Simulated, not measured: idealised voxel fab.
process module | voxel lift off
The width of the displayed cross-section, cut, is 285 nm; its cells are square, with a size of 5 nm.
Cross-section layout: square cells on a grid; listed as bands, top to bottom; a band spans one or more cell rows. Band: top and bottom heights (nm) first, top before bottom; then materials from left to right, widths in nm. "edge to edge" marks a sole material filling the band edge to edge. "air" denotes empty space. Heights are expressed relative to 0, this being the level below which the as-received wafer comprises one material exclusively. The lowest band is unbounded in the downward direction and is denoted as in "z 0 and below". The expression "30 to 40" gives the width at the extremes of the band, the first number at its top row of cells and the second at its bottom row, with the width changing by equal amounts from each row to the next in between. Where a step carries "no modifications", the cross-section came out of it unchanged, cell for cell. Empty spaces without an open route to the top, at least 8 cells in extent, make up the entry "Enclosed void inventory"; each is given as width x height at distance, where the distance is measured from the left edge, and all are in nm. What comes after the settings on a step's line is commentary from the simulator itself on that step. Among the settings permitted on a step's line is "overlay nm"; applied to a step with a mask, it specifies the extent to which the mask lay to the right of its planned position, whereas a negative figure signifies a position to the left.

plan
| 1 | RECEIVE,material Si |
| 2 | CONFORMAL_DEP,material SiO2,thk nm 15 |
| 3 | PATTERN,tone open,mask id LINES,material resist,width nm 20,pitch nm 35,thk nm 30,overlay nm 0 |
| 4 | DIRECTIONAL_DEP,material Ru,thk nm 15 |
| 5 | STRIP,etch materials resist |
| 6 | CONFORMAL_DEP,material SiN,thk nm 10 |

Wafer cross-section on receipt, i.e. after step 1
z 0 and below: Si edge to edge
Enclosed void inventory: none

Cross-section, first of two wafers, end of module, run as planned
z 40 to 30: air: 85 / SiN: 110 / air: 90
z 30 to 25: air: 85 / SiN: 10 / Ru: 20 / SiN: 15 / Ru: 20 / SiN: 15 / Ru: 20 / SiN: 10 / air: 90
z 25 to 15: SiN: 95 / Ru: 20 / SiN: 15 / Ru: 20 / SiN: 15 / Ru: 20 / SiN: 100
z 15 to 0: SiO2 edge to edge
z 0 and below: Si edge to edge
Enclosed void inventory: none

Presented here is a cross-section of the second of the two wafers as it stood at the end of the module. It was started in the same manner and assigned the same plan as the first wafer; however, one mistake was made in its execution
z 40 to 30: air: 90 / SiN: 105 / air: 90
z 30 to 25: air: 90 / SiN: 10 / Ru: 15 / SiN: 20 / Ru: 15 / SiN: 20 / Ru: 15 / SiN: 10 / air: 90
z 25 to 15: SiN: 100 / Ru: 15 / SiN: 20 / Ru: 15 / SiN: 20 / Ru: 15 / SiN: 100
z 15 to 0: SiO2 edge to edge
z 0 and below: Si edge to edge
Enclosed void inventory: none
Nonconformance to the process plan: step 3 off recipe, ran as PATTERN,tone open,mask id LINES,material resist,width nm 15,pitch nm 35,thk nm 30,overlay nm 0
The second wafer ends with more or fewer cells of some materials than the first, per final count: -9 Ru | +6 SiN
